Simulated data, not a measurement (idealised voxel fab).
Process module in this document: voxel ribs on slabs
For reference, the cross-section in this document is cut, with width 250 nm and square cells of 5 nm.
A cross-section is a grid of square cells, given in bands from the top down. A band is one or more rows of cells. Heads up on the band format: heights come first, top then bottom, in nm. After that it's the materials left to right, each with its width in nm. A single material flagged "throughout" fills the whole band edge to edge, and "blank" means there's empty space there. Zero point of the height axis is 0; under it, received wafer = one material. Lowest band: continues down indefinitely, "0 and below". Note: "30 to 40" means the width goes from the first number (top row of the band) to the second number (bottom row) in equal steps per row of cells. "same as before" after a step means that no cell of the cross-section changed. Basically, "Closed void catalog" tells you about the enclosed voids: empty spaces with no open way to the top, 8 cells or bigger, each written width x height at distance, where distance is from the left edge, all in nm. The remark found on a step's line after its settings is issued by the simulator itself and pertains to that step. "overlay nm" denotes, for a step that has a mask, the displacement of the mask to the right of its planned place, with negative values corresponding to the left.

## Set out below are the planned steps of the process
1. RECEIVE (material Si)
2. DIRECTIONAL_DEP (material SiO2; thk nm 20)
3. DIRECTIONAL_DEP (material polySi; thk nm 15)
4. DIRECTIONAL_DEP (material aC; thk nm 15)
5. PATTERN (tone cover; mask id RIB; material resist; width nm 25; thk nm 35; overlay nm 0)
6. DIRECTIONAL_ETCH (etch materials aC; depth nm 15)
7. STRIP (etch materials resist)
8. DIRECTIONAL_ETCH (etch materials polySi; depth nm 10)
9. STRIP (etch materials aC)
10. PATTERN (tone cover; mask id SLAB; material resist; width nm 65; thk nm 20; overlay nm 0)
11. DIRECTIONAL_ETCH (etch materials polySi; depth nm 5)
12. STRIP (etch materials resist)
13. FILL_DEP (material SiO2; thk nm 15)
14. CMP (height nm 45)
15. DIRECTIONAL_DEP (material W; thk nm 10)
16. MASKED_ETCH (tone cover; mask id HEATER; width nm 35; etch materials W; depth nm 10; overlay nm 0)
17. CONFORMAL_DEP (material SiN; thk nm 5)
The width nm used in step 10 is not the same on every wafer, whereas the starting condition is; the value printed in the plan is the first wafer's.

## Cross-section of the first of several wafers on receipt, reflecting completion of step 1
> 0 and below  Si throughout
> Closed void catalog: none

## Depicted here is the first of several wafers in cross-section, at module completion following the last step, step 17
> 60 down to 55  100 of blank / 45 of SiN / 105 of blank
> 55 down to 50  100 of blank / 5 of SiN / 35 of W / 5 of SiN / 105 of blank
> 50 down to 45  105 of SiN / 35 of W / 110 of SiN
> 45 down to 35  SiO2 throughout
> 35 down to 25  110 of SiO2 / 25 of polySi / 115 of SiO2
> 25 down to 20  90 of SiO2 / 65 of polySi / 95 of SiO2
> 20 down to 0  SiO2 throughout
> 0 and below  Si throughout
> Closed void catalog: none

## last wafer at the end
> 60 down to 55  100 of blank / 45 of SiN / 105 of blank
> 55 down to 50  100 of blank / 5 of SiN / 35 of W / 5 of SiN / 105 of blank
> 50 down to 45  105 of SiN / 35 of W / 110 of SiN
> 45 down to 35  SiO2 throughout
> 35 down to 25  110 of SiO2 / 25 of polySi / 115 of SiO2
> 25 down to 20  80 of SiO2 / 90 of polySi / 80 of SiO2
> 20 down to 0  SiO2 throughout
> 0 and below  Si throughout
> Closed void catalog: none

## Take any row and you have a wafer at the end of the module: how many cells of each material it has gained (+) or lost (-) since it was received, and then its closed voids
width nm 65 | +54 SiN | +427 SiO2 | +14 W | +23 polySi | Closed void catalog: none
width nm 70 | +54 SiN | +426 SiO2 | +14 W | +24 polySi | Closed void catalog: none
width nm 75 | +54 SiN | +425 SiO2 | +14 W | +25 polySi | Closed void catalog: none
width nm 80 | +54 SiN | +424 SiO2 | +14 W | +26 polySi | Closed void catalog: none
width nm 85 | +54 SiN | +423 SiO2 | +14 W | +27 polySi | Closed void catalog: none
width nm 90 | +54 SiN | +422 SiO2 | +14 W | +28 polySi | Closed void catalog: none
